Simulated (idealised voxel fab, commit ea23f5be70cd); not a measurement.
Module name: voxel transistor to metal (process module)
cross-section cut | 175 nm wide | cells 5 nm
Heads up, the way a cross-section reads in here is a grid of square cells, handed over as bands from the top down, with every band being one or more rows of cells. Within each band entry, the heights of the top and of the bottom of the band appear first, in that order and in nm; the materials of the band then follow from left to right, each with its corresponding width in nm. The designation "full width" on a single material indicates that it fills the band from edge to edge; the designation "empty" indicates empty space. Where do heights start? At 0: under that level the wafer as delivered is made of one material only. And the lowest band has no floor; it just carries on downward, as in "top 0, no bottom". Think of "30->40" as a width that walks from the first number to the second as you go down the band, top row to bottom row, taking equal-sized steps from row to row. Key: "no modification" - step with no changed cell in the cross-section. Reported under the label "Closed voids list" are the empty spaces having no open way to the top and comprising 8 cells or more; the notation for each is width x height at distance, in which the distance is measured from the left edge and all three values are in nm. Whatever follows a step's settings on its line is a remark the simulator itself makes about that step. A step's line can hold "overlay nm"; with a mask on that step, the setting says how far right of the planned place the mask lay, while a negative setting says it lay to the left.

PLANNED STEP LIST FOR THE PROCESS
- 1: RECEIVE,material Si
- 2: OXIDIZE,depth nm 5
- 3: CONFORMAL_DEP,material SiN,thk nm 15
- 4: MASKED_ETCH,tone cover,mask id ACTIVE,width nm 135,etch materials SiN,depth nm 15,overlay nm 0
- 5: MASKED_ETCH,tone cover,mask id ACTIVE,width nm 135,etch materials SiO2,depth nm 5,overlay nm 0
- 6: MASKED_ETCH,tone cover,mask id ACTIVE,width nm 135,etch materials Si,depth nm 30,overlay nm 0
- 7: FILL_DEP,material SiO2,thk nm 10
- 8: CMP,height nm 15
- 9: SELECTIVE_ETCH,etch materials SiO2,depth nm 5
- 10: STRIP,etch materials SiN
- 11: SELECTIVE_ETCH,etch materials SiO2,depth nm 5
- 12: OXIDIZE,depth nm 5
- 13: DIRECTIONAL_DEP,material polySi,thk nm 25
- 14: DIRECTIONAL_DEP,material SiCN,thk nm 15
- 15: PATTERN,tone cover,mask id GATE,material resist,width nm 35,thk nm 20,overlay nm 0
- 16: DIRECTIONAL_ETCH,etch materials SiCN,depth nm 25
- 17: DIRECTIONAL_ETCH,etch materials polySi,depth nm 35
- 18: STRIP,etch materials resist
- 19: CONFORMAL_DEP,material SiO2,thk nm 5
- 20: DIRECTIONAL_ETCH,etch materials SiO2,depth nm 5
- 21: CONFORMAL_DEP,material SiN,thk nm 5
- 22: DIRECTIONAL_ETCH,etch materials SiN,depth nm 5
- 23: DIRECTIONAL_ETCH,etch materials SiO2,depth nm 5
- 24: DIRECTIONAL_ETCH,etch materials Si,depth nm 5
- 25: EPI,material SiGe,thk nm 10
- 26: FILL_DEP,material SiO2,thk nm 10
- 27: CMP,height nm 20
- 28: STRIP,etch materials polySi
- 29: SELECTIVE_ETCH,etch materials SiO2,depth nm 5
- 30: CONFORMAL_DEP,material HfO2,thk nm 5
- 31: CONFORMAL_DEP,material TiN,thk nm 5
- 32: FILL_DEP,material W,thk nm 5
- 33: CMP,height nm 15
- 34: DIRECTIONAL_DEP,material SiO2,thk nm 10
- 35: MASKED_ETCH,tone open,mask id CONTACT,width nm 20,pitch nm 95,etch materials SiO2,depth nm 30,overlay nm 0
- 36: CONFORMAL_DEP,material TiN,thk nm 5
- 37: FILL_DEP,material Ru,thk nm 10
- 38: CMP,height nm 25
- 39: DIRECTIONAL_DEP,material TiN,thk nm 5
- 40: DIRECTIONAL_DEP,material Ru,thk nm 20
- 41: DIRECTIONAL_DEP,material aC,thk nm 10
- 42: PATTERN,tone cover,mask id METAL_1,material resist,width nm 20,pitch nm 95,thk nm 30,overlay nm 0
- 43: DIRECTIONAL_ETCH,etch materials aC,depth nm 10
- 44: STRIP,etch materials resist
- 45: DIRECTIONAL_ETCH,etch materials Ru,depth nm 20
- 46: DIRECTIONAL_ETCH,etch materials TiN,depth nm 5
- 47: STRIP,etch materials aC
- 48: FILL_DEP,material SiO2,thk nm 5
- 49: CMP,height nm 50
- 50: CONFORMAL_DEP,material SiCN,thk nm 5
- 51: DIRECTIONAL_DEP,material lowk,thk nm 30
- 52: MASKED_ETCH,tone open,mask id METAL_2,width nm 20,pitch nm 95,etch materials lowk,depth nm 20,overlay nm 0
- 53: PATTERN,tone open,mask id METAL_2_HOLES,material resist,width nm 15,pitch nm 95,thk nm 15,overlay nm 0
- 54: DIRECTIONAL_ETCH,etch materials lowk,depth nm 10
- 55: DIRECTIONAL_ETCH,etch materials SiCN,depth nm 5
- 56: STRIP,etch materials resist
- 57: CONFORMAL_DEP,material TiN,thk nm 5
- 58: FILL_DEP,material Cu,thk nm 5
- 59: CMP,height nm 85
- 60: CONFORMAL_DEP,material SiN,thk nm 5

RECEIVED-STATE CROSS-SECTION, REFLECTING COMPLETION OF STEP 1
> top 0, no bottom = Si full width
> Closed voids list: none

POST-MODULE CROSS-SECTION OF THE FIRST OF TWO WAFERS (RUN PER PLAN)
> top 90, bottom 85 = SiN full width
> top 85, bottom 70 = 30 lowk | 5 TiN | 10 Cu | 5 TiN | 75 lowk | 5 TiN | 10 Cu | 5 TiN | 30 lowk
> top 70, bottom 65 = 30 lowk | 5 TiN | 5 Cu | 10 TiN | 75 lowk | 5 TiN | 5 Cu | 10 TiN | 30 lowk
> top 65, bottom 55 = 30 lowk | 5 TiN | 5 Cu | 5 TiN | 80 lowk | 5 TiN | 5 Cu | 5 TiN | 35 lowk
> top 55, bottom 50 = 30 SiCN | 15 TiN | 80 SiCN | 15 TiN | 35 SiCN
> top 50, bottom 30 = 30 SiO2 | 20 Ru | 75 SiO2 | 20 Ru | 30 SiO2
> top 30, bottom 25 = 30 SiO2 | 20 TiN | 75 SiO2 | 20 TiN | 30 SiO2
> top 25, bottom 15 = 30 SiO2 | 5 TiN | 10 Ru | 5 TiN | 75 SiO2 | 5 TiN | 10 Ru | 5 TiN | 30 SiO2
> top 15, bottom 5 = 30 SiO2 | 5 TiN | 10 Ru | 5 TiN | 10 SiO2 | 5 SiN | 5 HfO2 | 5 TiN | 25 W | 5 TiN | 5 HfO2 | 5 SiN | 10 SiO2 | 5 TiN | 10 Ru | 5 TiN | 30 SiO2
> top 5, bottom 0 = 20 SiO2 | 5 SiN | 5 SiO2 | 10 TiN | 5 Ru | 5 TiN | 10 SiO2 | 5 SiN | 5 HfO2 | 5 TiN | 25 W | 5 TiN | 5 HfO2 | 5 SiN | 10 SiO2 | 5 TiN | 5 Ru | 10 TiN | 5 SiO2 | 5 SiN | 20 SiO2
> top 0, bottom -5 = 20 SiO2 | 5 SiN | 10 SiGe | 15 TiN | 10 SiGe | 5 SiN | 5 HfO2 | 35 TiN | 5 HfO2 | 5 SiN | 10 SiGe | 15 TiN | 10 SiGe | 5 SiN | 20 SiO2
> top -5, bottom -10 = 25 SiO2 | 35 SiGe | 5 SiO2 | 45 HfO2 | 5 SiO2 | 35 SiGe | 25 SiO2
> top -10, bottom -15 = 20 SiO2 | 5 Si | 35 SiGe | 55 Si | 35 SiGe | 5 Si | 20 SiO2
> top -15, bottom -35 = 20 SiO2 | 135 Si | 20 SiO2
> top -35, no bottom = Si full width
> Closed voids list: none

CROSS-SECTION OF THE LATTER OF THE TWO WAFERS AT MODULE COMPLETION. IT HAD AN IDENTICAL START AND AN IDENTICAL PLAN TO THE FORMER; IN RUNNING IT, ONE MISTAKE WAS MADE
> top 90, bottom 85 = SiN full width
> top 85, bottom 70 = 30 lowk | 5 TiN | 10 Cu | 5 TiN | 75 lowk | 5 TiN | 10 Cu | 5 TiN | 30 lowk
> top 70, bottom 65 = 30 lowk | 5 TiN | 5 Cu | 10 TiN | 75 lowk | 5 TiN | 5 Cu | 10 TiN | 30 lowk
> top 65, bottom 55 = 30 lowk | 5 TiN | 5 Cu | 5 TiN | 80 lowk | 5 TiN | 5 Cu | 5 TiN | 35 lowk
> top 55, bottom 50 = 30 SiCN | 15 TiN | 80 SiCN | 15 TiN | 35 SiCN
> top 50, bottom 30 = 30 SiO2 | 25 Ru | 70 SiO2 | 25 Ru | 25 SiO2
> top 30, bottom 25 = 30 SiO2 | 25 TiN | 70 SiO2 | 25 TiN | 25 SiO2
> top 25, bottom 15 = 30 SiO2 | 5 TiN | 10 Ru | 5 TiN | 75 SiO2 | 5 TiN | 10 Ru | 5 TiN | 30 SiO2
> top 15, bottom 5 = 30 SiO2 | 5 TiN | 10 Ru | 5 TiN | 10 SiO2 | 5 SiN | 5 HfO2 | 5 TiN | 25 W | 5 TiN | 5 HfO2 | 5 SiN | 10 SiO2 | 5 TiN | 10 Ru | 5 TiN | 30 SiO2
> top 5, bottom 0 = 20 SiO2 | 5 SiN | 5 SiO2 | 10 TiN | 5 Ru | 5 TiN | 10 SiO2 | 5 SiN | 5 HfO2 | 5 TiN | 25 W | 5 TiN | 5 HfO2 | 5 SiN | 10 SiO2 | 5 TiN | 5 Ru | 10 TiN | 5 SiO2 | 5 SiN | 20 SiO2
> top 0, bottom -5 = 20 SiO2 | 5 SiN | 10 SiGe | 15 TiN | 10 SiGe | 5 SiN | 5 HfO2 | 35 TiN | 5 HfO2 | 5 SiN | 10 SiGe | 15 TiN | 10 SiGe | 5 SiN | 20 SiO2
> top -5, bottom -10 = 25 SiO2 | 35 SiGe | 5 SiO2 | 45 HfO2 | 5 SiO2 | 35 SiGe | 25 SiO2
> top -10, bottom -15 = 20 SiO2 | 5 Si | 35 SiGe | 55 Si | 35 SiGe | 5 Si | 20 SiO2
> top -15, bottom -35 = 20 SiO2 | 135 Si | 20 SiO2
> top -35, no bottom = Si full width
> Closed voids list: none
Deviation noted in wafer processing: rather than as planned, step 42 actually ran as PATTERN,tone cover,mask id METAL_1,material resist,width nm 25,pitch nm 95,thk nm 30,overlay nm 0
Looking at both finished wafers in cells, the second ends up ahead of or behind the first on some materials: Ru +8; SiO2 -10; TiN +2
